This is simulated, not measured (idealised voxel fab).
process module | voxel trench capacitor
Xsec cut, 265 nm wide, square cell size 5 nm.
For the purposes of this document, a cross-section shall be understood as a grid of square cells, specified as bands listed in top-to-bottom order, each band consisting of one or more rows of cells.
The band entry comprises the height of the band's top followed by the height of its bottom, expressed in nm, and subsequently the band's materials from left to right, each stated together with its width in nm. Where a single material is marked with the word "all across", that material fills the band from edge to edge. The word "empty" represents empty space.
Ref level 0: as-received wafer is one material below here. Bottom band extends down with no lower bound ("0 and below").
A two-number width, for instance "30->40", indicates that the width is equal to the first number in the top row of the band and to the second number in the bottom row, and that it changes by a constant amount per row of cells.
"nothing changed" means the step left every cell of the cross-section as it was.
So "Entrapped void list" is basically the list of trapped voids: any empty space of 8 cells or more that can't reach the top through an opening. They're written width x height at distance, the distance being from the left edge, and it's all nm.
It should be noted that, on the line of a given step, the content following the step's settings is a remark produced by the simulator itself with respect to that step.
On any step carrying a mask, the "overlay nm" setting, if present on the step's line, tells how far right of its planned place the mask lay; negative values point to the left.

These are the steps we planned for the process
1 RECEIVE (material Si)
2 CONFORMAL_DEP (material SiN; thk nm 5)
3 MASKED_ETCH (tone open; mask id TRENCH; width nm 30; pitch nm 55; etch materials SiN; depth nm 5; overlay nm 0)
4 MASKED_ETCH (tone open; mask id TRENCH; width nm 30; pitch nm 55; etch materials Si; depth nm 25; overlay nm 0)
5 CONFORMAL_DEP (material HfO2; thk nm 5)
6 CONFORMAL_DEP (material TiN; thk nm 5)
7 FILL_DEP (material W; thk nm 5)
8 CMP (height nm 5)

Cross-section: wafer on arrival = after step 1
  0 and below: Si all across
  Entrapped void list: none

Module complete - cross-section of the first of two wafers, run according to plan
  5 down to 0: SiN 60, then HfO2 5, then TiN 5, then W 10, then TiN 5, then HfO2 5, then SiN 25, then HfO2 5, then TiN 5, then W 10, then TiN 5, then HfO2 5, then SiN 25, then HfO2 5, then TiN 5, then W 10, then TiN 5, then HfO2 5, then SiN 65
  0 down to -15: Si 60, then HfO2 5, then TiN 5, then W 10, then TiN 5, then HfO2 5, then Si 25, then HfO2 5, then TiN 5, then W 10, then TiN 5, then HfO2 5, then Si 25, then HfO2 5, then TiN 5, then W 10, then TiN 5, then HfO2 5, then Si 65
  -15 down to -20: Si 60, then HfO2 5, then TiN 20, then HfO2 5, then Si 25, then HfO2 5, then TiN 20, then HfO2 5, then Si 25, then HfO2 5, then TiN 20, then HfO2 5, then Si 65
  -20 down to -25: Si 60, then HfO2 30, then Si 25, then HfO2 30, then Si 25, then HfO2 30, then Si 65
  -25 and below: Si all across
  Entrapped void list: none

The second wafer, shown in cross-section after the module: started the same way as the first and given the same plan, yet one mistake crept into how it was run
  15 down to 10: TiN 70, then W 10, then TiN 45, then W 10, then TiN 45, then W 10, then TiN 75
  10 down to 5: HfO2 65, then TiN 5, then W 10, then TiN 5, then HfO2 35, then TiN 5, then W 10, then TiN 5, then HfO2 35, then TiN 5, then W 10, then TiN 5, then HfO2 70
  5 down to 0: SiN 60, then HfO2 5, then TiN 5, then W 10, then TiN 5, then HfO2 5, then SiN 25, then HfO2 5, then TiN 5, then W 10, then TiN 5, then HfO2 5, then SiN 25, then HfO2 5, then TiN 5, then W 10, then TiN 5, then HfO2 5, then SiN 65
  0 down to -15: Si 60, then HfO2 5, then TiN 5, then W 10, then TiN 5, then HfO2 5, then Si 25, then HfO2 5, then TiN 5, then W 10, then TiN 5, then HfO2 5, then Si 25, then HfO2 5, then TiN 5, then W 10, then TiN 5, then HfO2 5, then Si 65
  -15 down to -20: Si 60, then HfO2 5, then TiN 20, then HfO2 5, then Si 25, then HfO2 5, then TiN 20, then HfO2 5, then Si 25, then HfO2 5, then TiN 20, then HfO2 5, then Si 65
  -20 down to -25: Si 60, then HfO2 30, then Si 25, then HfO2 30, then Si 25, then HfO2 30, then Si 65
  -25 and below: Si all across
  Entrapped void list: none
what went wrong: step 8 did not happen as planned, as run it was CMP (height nm 15)
Bottom line after processing is that, in cells, the second wafer is up or down on some materials versus the first: 41 more of HfO2, 53 more of TiN, 12 more of W
